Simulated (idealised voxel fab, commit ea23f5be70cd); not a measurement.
voxel double patterning: a process module
Cross-section cut: width 210 nm, square cells of 5 nm.
Notation: cross-section as square-cell grid; stated in bands, top first, going down; one or more cell rows per band. A band entry consists of two parts. The first gives the height of the band's top and the height of its bottom, in nm. The rest lists the band's materials from left to right, each with its width in nm. A single material labelled with the word "throughout" fills the band from edge to edge, and the word "blank" marks empty space. Where do heights start? At 0: under that level the wafer as delivered is made of one material only. And the lowest band has no floor; it just carries on downward, as in "z 0 and below". Read "30->40" as a graded width: first number on top, second number at the bottom, same change between each pair of neighbouring rows. Step marked "nothing was modified"? Then no cell in the cross-section changed in it. In the "Catalogued sealed voids" entry, you get each enclosed empty space of 8 cells or more, one with no open way to the top, written width x height at distance, distance from the left edge, in nm. Text after the settings on a step's line: the simulator's own remark on that step. "overlay nm" denotes, for a step that has a mask, the displacement of the mask to the right of its planned place, with negative values corresponding to the left.

### Listed below are the process steps as planned
| 1 | op RECEIVE | material Si |
| 2 | op CONFORMAL_DEP | material SiO2 | thk nm 5 |
| 3 | op DIRECTIONAL_DEP | material W | thk nm 10 |
| 4 | op DIRECTIONAL_DEP | material SiN | thk nm 10 |
| 5 | op MASKED_ETCH | tone open | mask id FIRST | width nm 15 | pitch nm 50 | etch materials SiN | depth nm 10 | overlay nm 0 |
| 6 | op MASKED_ETCH | tone open | mask id SECOND | width nm 15 | etch materials SiN | depth nm 10 | overlay nm 0 |
| 7 | op DIRECTIONAL_ETCH | etch materials W | depth nm 10 |
| 8 | op STRIP | etch materials SiN |

### First of the two wafers, run per plan

### As received (post step 1): cross-section
z 0 and below = Si throughout
Catalogued sealed voids: none

### Sectional view: wafer, after step 2
z 5 to 0 = SiO2 throughout
At heights below 0, the structure remains unaltered.

### Sectional view: wafer, after step 3
z 15 to 5 = W throughout
At heights below 5, the structure remains unaltered.

### Sectional view: wafer, after step 4
z 25 to 15 = SiN throughout
At heights below 15, the structure remains unaltered.

### Sectional view: wafer, after step 5
z 25 to 15 = SiN: 70  blank: 15  SiN: 35  blank: 15  SiN: 75
At heights below 15, the structure remains unaltered.

### Sectional view: wafer, after step 6
z 25 to 15 = SiN: 70  blank: 15  SiN: 10  blank: 15  SiN: 10  blank: 15  SiN: 75
At heights below 15, the structure remains unaltered.

### Sectional view: wafer, after step 7
z 25 to 15 = SiN: 70  blank: 15  SiN: 10  blank: 15  SiN: 10  blank: 15  SiN: 75
z 15 to 5 = W: 70  blank: 15  W: 10  blank: 15  W: 10  blank: 15  W: 75
At heights below 5, the structure remains unaltered.

### Sectional view: wafer, after step 8
z 15 to 5 = W: 70  blank: 15  W: 10  blank: 15  W: 10  blank: 15  W: 75
At heights below 5, the structure remains unaltered.

### The remaining wafer, second of the two, started like the first and was run to the same plan, except that one mistake was made along the way; the two coincide through step 4, inclusive

### Look at the second wafer in cross-section at the time step 5 ought to have finished
z 25 to 15 = SiN: 70  blank: 15  SiN: 35  blank: 15  SiN: 75
At heights below 15, the structure remains unaltered.

### Look at the second wafer in cross-section at the time step 6 ought to have finished
z 25 to 15 = SiN: 70  blank: 15  SiN: 10  blank: 15  SiN: 10  blank: 15  SiN: 75
At heights below 15, the structure remains unaltered.

### Look at the second wafer in cross-section at the time step 7 ought to have finished
z 25 to 15 = SiN: 70  blank: 15  SiN: 10  blank: 15  SiN: 10  blank: 15  SiN: 75
z 15 to 5 = W: 70  blank: 15  W: 10  blank: 15  W: 10  blank: 15  W: 75
At heights below 5, the structure remains unaltered.

### Look at the second wafer in cross-section at the time step 8 ought to have finished
z 15 to 5 = W: 70  blank: 15  W: 10  blank: 15  W: 10  blank: 15  W: 75
At heights below 5, the structure remains unaltered.
What went wrong in running the wafer? step 5 in the plan was executed twice
Same final cross-section on the two wafers, so the model's numbers don't move because of the mistake.
